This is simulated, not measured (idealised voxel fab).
Proc. module: voxel self aligned contacts
Section cut is 185 nm wide and gridded with 5 nm square cells.
For the purposes of this document, a cross-section shall be understood as a grid of square cells, specified as bands listed in top-to-bottom order, each band consisting of one or more rows of cells. For a band, the entry starts with two heights in nm, that of the top and then that of the bottom, and carries on with the band's materials in order from left to right, each alongside its width in nm; the word "everywhere" beside a single material means it fills the band edge to edge, and "air" means empty space. Height reference: 0 = level under which incoming wafer is all one material. Lowest band: no bottom, runs on downward, e.g. "0..down". Graded width ("30..40"): value in top row of band = first number; value in bottom row = second number; row-to-row change constant. Step note "no modifications" = no cross-section cell changed. Enclosed voids (no open way to top), threshold 8 cells or more, entry "Closed void catalog", notation width x height at distance, distance from left edge, nm. Formally, on a step line, whatever follows the settings is a remark that the simulator itself makes on the step. Among the settings permitted on a step's line is "overlay nm"; applied to a step with a mask, it specifies the extent to which the mask lay to the right of its planned position, whereas a negative figure signifies a position to the left.
Intended process steps:
1. RECEIVE,material Si
2. CONFORMAL_DEP,material SiO2,thk nm 5
3. DIRECTIONAL_DEP,material polySi,thk nm 25
4. DIRECTIONAL_DEP,material SiN,thk nm 25
5. DIRECTIONAL_DEP,material aC,thk nm 15
6. PATTERN,tone cover,mask id GATE,material resist,width nm 35,pitch nm 70,thk nm 30,overlay nm 0
7. DIRECTIONAL_ETCH,etch materials aC,depth nm 15
8. STRIP,etch materials resist
9. DIRECTIONAL_ETCH,etch materials SiN,depth nm 25
10. DIRECTIONAL_ETCH,etch materials polySi,depth nm 25
11. STRIP,etch materials aC
12. CONFORMAL_DEP,material SiN,thk nm 10
13. DIRECTIONAL_ETCH,etch materials SiN,depth nm 10
14. FILL_DEP,material SiO2,thk nm 10
15. CMP,height nm 60
16. PATTERN,tone open,mask id CONTACT,material resist,width nm 55,thk nm 20,overlay nm 0
17. DIRECTIONAL_ETCH,etch materials SiO2,depth nm 60
18. STRIP,etch materials resist
19. CONFORMAL_DEP,material TiN,thk nm 5
20. FILL_DEP,material W,thk nm 5
21. CMP,height nm 60
22. CONFORMAL_DEP,material SiCN,thk nm 5
First of the two wafers, run per plan:
Cross-section of the wafer at receipt, which is the condition after step 1:
  0..down: Si everywhere
  Closed void catalog: none
After step 2: wafer cross-section:
  5..0: SiO2 everywhere
  Heights below 0 show no change.
After step 3: wafer cross-section:
  30..5: polySi everywhere
  Heights below 5 show no change.
After step 4: wafer cross-section:
  55..30: SiN everywhere
  Heights below 30 show no change.
After step 5: wafer cross-section:
  70..55: aC everywhere
  Heights below 55 show no change.
After step 6: wafer cross-section:
  100..70: 40 nm air, then 35 nm resist, then 35 nm air, then 35 nm resist, then 40 nm air
  Heights below 70 show no change.
After step 7: wafer cross-section:
  85..70: 40 nm air, then 35 nm resist, then 35 nm air, then 35 nm resist, then 40 nm air
  70..55: 40 nm air, then 35 nm aC, then 35 nm air, then 35 nm aC, then 40 nm air
  Heights below 55 show no change.
After step 8: wafer cross-section:
  70..55: 40 nm air, then 35 nm aC, then 35 nm air, then 35 nm aC, then 40 nm air
  Heights below 55 show no change.
After step 9: wafer cross-section:
  70..55: 40 nm air, then 35 nm aC, then 35 nm air, then 35 nm aC, then 40 nm air
  55..30: 40 nm air, then 35 nm SiN, then 35 nm air, then 35 nm SiN, then 40 nm air
  Heights below 30 show no change.
After step 10: wafer cross-section:
  70..55: 40 nm air, then 35 nm aC, then 35 nm air, then 35 nm aC, then 40 nm air
  55..30: 40 nm air, then 35 nm SiN, then 35 nm air, then 35 nm SiN, then 40 nm air
  30..5: 40 nm air, then 35 nm polySi, then 35 nm air, then 35 nm polySi, then 40 nm air
  Heights below 5 show no change.
After step 11: wafer cross-section:
  55..30: 40 nm air, then 35 nm SiN, then 35 nm air, then 35 nm SiN, then 40 nm air
  Heights below 30 show no change.
After step 12: wafer cross-section:
  65..30: 30 nm air, then 55 nm SiN, then 15 nm air, then 55 nm SiN, then 30 nm air
  30..15: 30 nm air, then 10 nm SiN, then 35 nm polySi, then 10 nm SiN, then 15 nm air, then 10 nm SiN, then 35 nm polySi, then 10 nm SiN, then 30 nm air
  15..5: 40 nm SiN, then 35 nm polySi, then 35 nm SiN, then 35 nm polySi, then 40 nm SiN
  Heights below 5 show no change.
After step 13: wafer cross-section:
  55..30: 30 nm air, then 55 nm SiN, then 15 nm air, then 55 nm SiN, then 30 nm air
  30..5: 30 nm air, then 10 nm SiN, then 35 nm polySi, then 10 nm SiN, then 15 nm air, then 10 nm SiN, then 35 nm polySi, then 10 nm SiN, then 30 nm air
  Heights below 5 show no change.
After step 14: wafer cross-section:
  65..55: SiO2 everywhere
  55..30: 30 nm SiO2, then 55 nm SiN, then 15 nm SiO2, then 55 nm SiN, then 30 nm SiO2
  30..5: 30 nm SiO2, then 10 nm SiN, then 35 nm polySi, then 10 nm SiN, then 15 nm SiO2, then 10 nm SiN, then 35 nm polySi, then 10 nm SiN, then 30 nm SiO2
  Heights below 5 show no change.
After step 15: wafer cross-section:
  60..55: SiO2 everywhere
  Heights below 55 show no change.
After step 16: wafer cross-section:
  80..60: 65 nm resist, then 55 nm air, then 65 nm resist
  Heights below 60 show no change.
After step 17: wafer cross-section:
  80..60: 65 nm resist, then 55 nm air, then 65 nm resist
  60..55: 65 nm SiO2, then 55 nm air, then 65 nm SiO2
  55..30: 30 nm SiO2, then 55 nm SiN, then 15 nm air, then 55 nm SiN, then 30 nm SiO2
  30..5: 30 nm SiO2, then 10 nm SiN, then 35 nm polySi, then 10 nm SiN, then 15 nm air, then 10 nm SiN, then 35 nm polySi, then 10 nm SiN, then 30 nm SiO2
  5..0: 85 nm SiO2, then 15 nm air, then 85 nm SiO2
  Heights below 0 show no change.
After step 18: wafer cross-section:
  60..55: 65 nm SiO2, then 55 nm air, then 65 nm SiO2
  Heights below 55 show no change.
After step 19: wafer cross-section:
  65..60: 70 nm TiN, then 45 nm air, then 70 nm TiN
  60..55: 65 nm SiO2, then 25 nm TiN, then 5 nm air, then 25 nm TiN, then 65 nm SiO2
  55..30: 30 nm SiO2, then 55 nm SiN, then 5 nm TiN, then 5 nm air, then 5 nm TiN, then 55 nm SiN, then 30 nm SiO2
  30..5: 30 nm SiO2, then 10 nm SiN, then 35 nm polySi, then 10 nm SiN, then 5 nm TiN, then 5 nm air, then 5 nm TiN, then 10 nm SiN, then 35 nm polySi, then 10 nm SiN, then 30 nm SiO2
  5..0: 85 nm SiO2, then 15 nm TiN, then 85 nm SiO2
  Heights below 0 show no change.
After step 20: wafer cross-section:
  70..65: W everywhere
  65..60: 70 nm TiN, then 45 nm W, then 70 nm TiN
  60..55: 65 nm SiO2, then 25 nm TiN, then 5 nm W, then 25 nm TiN, then 65 nm SiO2
  55..30: 30 nm SiO2, then 55 nm SiN, then 5 nm TiN, then 5 nm W, then 5 nm TiN, then 55 nm SiN, then 30 nm SiO2
  30..5: 30 nm SiO2, then 10 nm SiN, then 35 nm polySi, then 10 nm SiN, then 5 nm TiN, then 5 nm W, then 5 nm TiN, then 10 nm SiN, then 35 nm polySi, then 10 nm SiN, then 30 nm SiO2
  Heights below 5 show no change.
After step 21: wafer cross-section:
  60..55: 65 nm SiO2, then 25 nm TiN, then 5 nm W, then 25 nm TiN, then 65 nm SiO2
  Heights below 55 show no change.
After step 22: wafer cross-section:
  65..60: SiCN everywhere
  Heights below 60 show no change.
second wafer: like start, like plan, one mistake. Through step 1 it matches the first wafer:
X-section, second wafer, when step 2 was due to finish: no modifications
X-section, second wafer, when step 3 was due to finish:
  25..0: polySi everywhere
  Heights below 0 show no change.
X-section, second wafer, when step 4 was due to finish:
  50..25: SiN everywhere
  Heights below 25 show no change.
X-section, second wafer, when step 5 was due to finish:
  65..50: aC everywhere
  Heights below 50 show no change.
X-section, second wafer, when step 6 was due to finish:
  95..65: 40 nm air, then 35 nm resist, then 35 nm air, then 35 nm resist, then 40 nm air
  Heights below 65 show no change.
X-section, second wafer, when step 7 was due to finish:
  80..65: 40 nm air, then 35 nm resist, then 35 nm air, then 35 nm resist, then 40 nm air
  65..50: 40 nm air, then 35 nm aC, then 35 nm air, then 35 nm aC, then 40 nm air
  Heights below 50 show no change.
X-section, second wafer, when step 8 was due to finish:
  65..50: 40 nm air, then 35 nm aC, then 35 nm air, then 35 nm aC, then 40 nm air
  Heights below 50 show no change.
X-section, second wafer, when step 9 was due to finish:
  65..50: 40 nm air, then 35 nm aC, then 35 nm air, then 35 nm aC, then 40 nm air
  50..25: 40 nm air, then 35 nm SiN, then 35 nm air, then 35 nm SiN, then 40 nm air
  Heights below 25 show no change.
X-section, second wafer, when step 10 was due to finish:
  65..50: 40 nm air, then 35 nm aC, then 35 nm air, then 35 nm aC, then 40 nm air
  50..25: 40 nm air, then 35 nm SiN, then 35 nm air, then 35 nm SiN, then 40 nm air
  25..0: 40 nm air, then 35 nm polySi, then 35 nm air, then 35 nm polySi, then 40 nm air
  Heights below 0 show no change.
X-section, second wafer, when step 11 was due to finish:
  50..25: 40 nm air, then 35 nm SiN, then 35 nm air, then 35 nm SiN, then 40 nm air
  Heights below 25 show no change.
X-section, second wafer, when step 12 was due to finish:
  60..25: 30 nm air, then 55 nm SiN, then 15 nm air, then 55 nm SiN, then 30 nm air
  25..10: 30 nm air, then 10 nm SiN, then 35 nm polySi, then 10 nm SiN, then 15 nm air, then 10 nm SiN, then 35 nm polySi, then 10 nm SiN, then 30 nm air
  10..0: 40 nm SiN, then 35 nm polySi, then 35 nm SiN, then 35 nm polySi, then 40 nm SiN
  Heights below 0 show no change.
X-section, second wafer, when step 13 was due to finish:
  50..25: 30 nm air, then 55 nm SiN, then 15 nm air, then 55 nm SiN, then 30 nm air
  25..0: 30 nm air, then 10 nm SiN, then 35 nm polySi, then 10 nm SiN, then 15 nm air, then 10 nm SiN, then 35 nm polySi, then 10 nm SiN, then 30 nm air
  Heights below 0 show no change.
X-section, second wafer, when step 14 was due to finish:
  60..50: SiO2 everywhere
  50..25: 30 nm SiO2, then 55 nm SiN, then 15 nm SiO2, then 55 nm SiN, then 30 nm SiO2
  25..0: 30 nm SiO2, then 10 nm SiN, then 35 nm polySi, then 10 nm SiN, then 15 nm SiO2, then 10 nm SiN, then 35 nm polySi, then 10 nm SiN, then 30 nm SiO2
  Heights below 0 show no change.
X-section, second wafer, when step 15 was due to finish: no modifications
X-section, second wafer, when step 16 was due to finish:
  80..60: 65 nm resist, then 55 nm air, then 65 nm resist
  Heights below 60 show no change.
X-section, second wafer, when step 17 was due to finish:
  80..60: 65 nm resist, then 55 nm air, then 65 nm resist
  60..50: 65 nm SiO2, then 55 nm air, then 65 nm SiO2
  50..25: 30 nm SiO2, then 55 nm SiN, then 15 nm air, then 55 nm SiN, then 30 nm SiO2
  25..0: 30 nm SiO2, then 10 nm SiN, then 35 nm polySi, then 10 nm SiN, then 15 nm air, then 10 nm SiN, then 35 nm polySi, then 10 nm SiN, then 30 nm SiO2
  Heights below 0 show no change.
X-section, second wafer, when step 18 was due to finish:
  60..50: 65 nm SiO2, then 55 nm air, then 65 nm SiO2
  Heights below 50 show no change.
X-section, second wafer, when step 19 was due to finish:
  65..60: 70 nm TiN, then 45 nm air, then 70 nm TiN
  60..50: 65 nm SiO2, then 5..25 nm TiN, then 45..5 nm air, then 5..25 nm TiN, then 65 nm SiO2
  50..25: 30 nm SiO2, then 55 nm SiN, then 5 nm TiN, then 5 nm air, then 5 nm TiN, then 55 nm SiN, then 30 nm SiO2
  25..5: 30 nm SiO2, then 10 nm SiN, then 35 nm polySi, then 10 nm SiN, then 5 nm TiN, then 5 nm air, then 5 nm TiN, then 10 nm SiN, then 35 nm polySi, then 10 nm SiN, then 30 nm SiO2
  5..0: 30 nm SiO2, then 10 nm SiN, then 35 nm polySi, then 10 nm SiN, then 15 nm TiN, then 10 nm SiN, then 35 nm polySi, then 10 nm SiN, then 30 nm SiO2
  Heights below 0 show no change.
X-section, second wafer, when step 20 was due to finish:
  70..65: W everywhere
  65..60: 70 nm TiN, then 45 nm W, then 70 nm TiN
  60..50: 65 nm SiO2, then 5..25 nm TiN, then 45..5 nm W, then 5..25 nm TiN, then 65 nm SiO2
  50..25: 30 nm SiO2, then 55 nm SiN, then 5 nm TiN, then 5 nm W, then 5 nm TiN, then 55 nm SiN, then 30 nm SiO2
  25..5: 30 nm SiO2, then 10 nm SiN, then 35 nm polySi, then 10 nm SiN, then 5 nm TiN, then 5 nm W, then 5 nm TiN, then 10 nm SiN, then 35 nm polySi, then 10 nm SiN, then 30 nm SiO2
  Heights below 5 show no change.
X-section, second wafer, when step 21 was due to finish:
  60..50: 65 nm SiO2, then 5..25 nm TiN, then 45..5 nm W, then 5..25 nm TiN, then 65 nm SiO2
  Heights below 50 show no change.
X-section, second wafer, when step 22 was due to finish:
  65..60: SiCN everywhere
  Heights below 60 show no change.
It is concluded that the wafer was processed incorrectly with respect to the plan, in that step 2 was left out
End check, counted in cells, second wafer has more or fewer of these materials than the first: 8 fewer of SiO2 | 8 more of W
